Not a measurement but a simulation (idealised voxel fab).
Process module in this document: voxel wiring stack
Square cells of 5 nm make up the cross-section cut, whose width is 240 nm.
Heads up, the way a cross-section reads in here is a grid of square cells, handed over as bands from the top down, with every band being one or more rows of cells. For a band, the entry starts with two heights in nm, that of the top and then that of the bottom, and carries on with the band's materials in order from left to right, each alongside its width in nm; the word "all across" beside a single material means it fills the band edge to edge, and "empty" means empty space. Below 0: as-received wafer, all one material; heights counted from there. Lowest band: no bottom, goes on down, written "0 and below". Note: "30->40" means the width goes from the first number (top row of the band) to the second number (bottom row) in equal steps per row of cells. A step reported as "no modifications" is a step in which no cell of the cross-section changed. What "Sealed internal cavities" gives you is every empty space of 8 cells or more that is cut off from the top. Each appears as width x height at distance, with the distance taken from the left edge and width, height and distance all in nm. Heads up: the bit after the settings on a step's line is the simulator's remark on that step. What "overlay nm" on a step's line means: if the step has a mask, that mask lay this far to the right of its planned place, or, when the value is negative, to the left.
**Listed below are the process steps as planned**
1,RECEIVE [material Si]
2,CONFORMAL_DEP [material SiO2] [thk nm 10]
3,DIRECTIONAL_DEP [material TiN] [thk nm 5]
4,DIRECTIONAL_DEP [material Ru] [thk nm 15]
5,PATTERN [tone cover] [mask id METAL_1] [material resist] [width nm 25] [pitch nm 40] [thk nm 15] [overlay nm 0]
6,DIRECTIONAL_ETCH [etch materials Ru] [depth nm 15]
7,DIRECTIONAL_ETCH [etch materials TiN] [depth nm 5]
8,STRIP [etch materials resist]
9,CONFORMAL_DEP [material SiN] [thk nm 5]
10,FILL_DEP [material SiO2] [thk nm 10]
11,CMP [height nm 30]
12,CONFORMAL_DEP [material SiCN] [thk nm 5]
13,DIRECTIONAL_DEP [material SiO2] [thk nm 25]
14,MASKED_ETCH [tone open] [mask id METAL_2] [width nm 25] [pitch nm 40] [etch materials SiO2] [depth nm 20] [overlay nm 0]
15,DIRECTIONAL_DEP [material aC] [thk nm 15]
16,PATTERN [tone open] [mask id METAL_2_HOLES] [material resist] [width nm 15] [pitch nm 40] [thk nm 30] [overlay nm 0]
17,DIRECTIONAL_ETCH [etch materials aC] [depth nm 15]
18,STRIP [etch materials resist]
19,DIRECTIONAL_ETCH [etch materials SiO2] [depth nm 15]
20,DIRECTIONAL_ETCH [etch materials SiCN] [depth nm 5]
21,STRIP [etch materials aC]
22,CONFORMAL_DEP [material TiN] [thk nm 5]
23,FILL_DEP [material Cu] [thk nm 10]
24,CMP [height nm 70]
25,CONFORMAL_DEP [material SiCN] [thk nm 5]
26,DIRECTIONAL_DEP [material lowk] [thk nm 20]
27,PATTERN [tone open] [mask id PLUG_2] [material resist] [width nm 15] [pitch nm 80] [thk nm 20] [overlay nm 0]
28,DIRECTIONAL_ETCH [etch materials lowk] [depth nm 20]
29,DIRECTIONAL_ETCH [etch materials SiCN] [depth nm 5]
30,STRIP [etch materials resist]
31,EPI [material Ru] [thk nm 10]
32,EPI [material Ru] [thk nm 10]
33,EPI [material Ru] [thk nm 5]
34,DIRECTIONAL_DEP [material TiN] [thk nm 5]
35,DIRECTIONAL_DEP [material W] [thk nm 15]
36,PATTERN [tone cover] [mask id METAL_3] [material resist] [width nm 25] [pitch nm 40] [thk nm 20] [overlay nm 0]
37,DIRECTIONAL_ETCH [etch materials W] [depth nm 15]
38,DIRECTIONAL_ETCH [etch materials TiN] [depth nm 5]
39,STRIP [etch materials resist]
40,CONFORMAL_DEP [material SiCN] [thk nm 5]
41,FILL_DEP [material SiO2] [thk nm 10]
42,CMP [height nm 115]
43,CONFORMAL_DEP [material SiCN] [thk nm 5]
Keep in mind the plan's value for the thk nm of step 13 comes from the first wafer; the wafers don't share that setting, but they do share the same starting point.
**Cross-section of the first incoming wafer of several, state after step 1**
* 0 and below: Si all across
* Sealed internal cavities: none
**Here's the first of several wafers in cross-section, end of the module, after the last step, step 43**
* 120 down to 115: SiCN all across
* 115 down to 100: SiO2=40, then SiCN=5, then W=25, then SiCN=5, then SiO2=5, then SiCN=5, then W=25, then SiCN=5, then SiO2=5, then SiCN=5, then W=25, then SiCN=5, then SiO2=5, then SiCN=5, then W=25, then SiCN=5, then SiO2=45
* 100 down to 95: SiCN=45, then TiN=25, then SiCN=15, then TiN=25, then SiCN=15, then TiN=25, then SiCN=15, then TiN=25, then SiCN=50
* 95 down to 75: lowk=45, then Ru=15, then lowk=65, then Ru=15, then lowk=100
* 75 down to 70: SiCN=45, then Ru=15, then SiCN=65, then Ru=15, then SiCN=100
* 70 down to 65: Cu all across
* 65 down to 60: TiN=50, then Cu=15, then TiN=25, then Cu=15, then TiN=25, then Cu=15, then TiN=25, then Cu=15, then TiN=55
* 60 down to 45: SiO2=45, then TiN=5, then Cu=15, then TiN=5, then SiO2=15, then TiN=5, then Cu=15, then TiN=5, then SiO2=15, then TiN=5, then Cu=15, then TiN=5, then SiO2=15, then TiN=5, then Cu=15, then TiN=5, then SiO2=50
* 45 down to 35: SiO2=45, then TiN=5, then Cu=5, then TiN=15->5, then SiO2=15->25, then TiN=5, then Cu=5, then TiN=15->5, then SiO2=15->25, then TiN=5, then Cu=5, then TiN=15->5, then SiO2=15->25, then TiN=5, then Cu=5, then TiN=15->5, then SiO2=50->60
* 35 down to 30: SiCN=45, then TiN=15, then SiCN=25, then TiN=15, then SiCN=25, then TiN=15, then SiCN=25, then TiN=15, then SiCN=60
* 30 down to 15: SiO2=40, then SiN=5, then Ru=25, then SiN=5, then SiO2=5, then SiN=5, then Ru=25, then SiN=5, then SiO2=5, then SiN=5, then Ru=25, then SiN=5, then SiO2=5, then SiN=5, then Ru=25, then SiN=5, then SiO2=45
* 15 down to 10: SiN=45, then TiN=25, then SiN=15, then TiN=25, then SiN=15, then TiN=25, then SiN=15, then TiN=25, then SiN=50
* 10 down to 0: SiO2 all across
* 0 and below: Si all across
* Sealed internal cavities: none
**Final wafer cross-section at module end**
* 120 down to 115: SiCN all across
* 115 down to 100: SiO2=40, then SiCN=5, then W=25, then SiCN=5, then SiO2=5, then SiCN=5, then W=25, then SiCN=5, then SiO2=5, then SiCN=5, then W=25, then SiCN=5, then SiO2=5, then SiCN=5, then W=25, then SiCN=5, then SiO2=45
* 100 down to 95: SiCN=45, then TiN=25, then SiCN=15, then TiN=25, then SiCN=15, then TiN=25, then SiCN=15, then TiN=25, then SiCN=50
* 95 down to 75: lowk=45, then Ru=15, then lowk=65, then Ru=15, then lowk=100
* 75 down to 70: SiCN=45, then Ru=15, then SiCN=65, then Ru=15, then SiCN=100
* 70 down to 65: SiO2=45, then TiN=5, then Cu=5, then TiN=15, then SiO2=15, then TiN=5, then Cu=5, then TiN=15, then SiO2=15, then TiN=5, then Cu=5, then TiN=15, then SiO2=15, then TiN=5, then Cu=5, then TiN=15, then SiO2=50
* 65 down to 55: SiO2=45, then TiN=5, then Cu=5, then TiN=5, then SiO2=25, then TiN=5, then Cu=5, then TiN=5, then SiO2=25, then TiN=5, then Cu=5, then TiN=5, then SiO2=25, then TiN=5, then Cu=5, then TiN=5, then SiO2=60
* 55 down to 50: SiO2=45, then TiN=15, then SiO2=25, then TiN=15, then SiO2=25, then TiN=15, then SiO2=25, then TiN=15, then SiO2=60
* 50 down to 35: SiO2 all across
* 35 down to 30: SiCN all across
* 30 down to 15: SiO2=40, then SiN=5, then Ru=25, then SiN=5, then SiO2=5, then SiN=5, then Ru=25, then SiN=5, then SiO2=5, then SiN=5, then Ru=25, then SiN=5, then SiO2=5, then SiN=5, then Ru=25, then SiN=5, then SiO2=45
* 15 down to 10: SiN=45, then TiN=25, then SiN=15, then TiN=25, then SiN=15, then TiN=25, then SiN=15, then TiN=25, then SiN=50
* 10 down to 0: SiO2 all across
* 0 and below: Si all across
* Sealed internal cavities: none
**Gained (+) or lost (-) cells of each material since receipt, then closed voids: one row per wafer, at the end of the module**
thk nm 25 | +104 Cu | +90 Ru | +178 SiCN | +52 SiN | +364 SiO2 | +136 TiN | +60 W | +168 lowk | Sealed internal cavities: none
thk nm 30 | +60 Cu | +90 Ru | +178 SiCN | +52 SiN | +400 SiO2 | +144 TiN | +60 W | +168 lowk | Sealed internal cavities: none
thk nm 35 | +52 Cu | +90 Ru | +178 SiCN | +52 SiN | +436 SiO2 | +116 TiN | +60 W | +168 lowk | Sealed internal cavities: none
thk nm 40 | +36 Cu | +90 Ru | +190 SiCN | +52 SiN | +456 SiO2 | +100 TiN | +60 W | +168 lowk | Sealed internal cavities: none
thk nm 45 | +24 Cu | +90 Ru | +190 SiCN | +52 SiN | +476 SiO2 | +92 TiN | +60 W | +168 lowk | Sealed internal cavities: none
thk nm 50 | +12 Cu | +90 Ru | +190 SiCN | +52 SiN | +496 SiO2 | +84 TiN | +60 W | +168 lowk | Sealed internal cavities: none
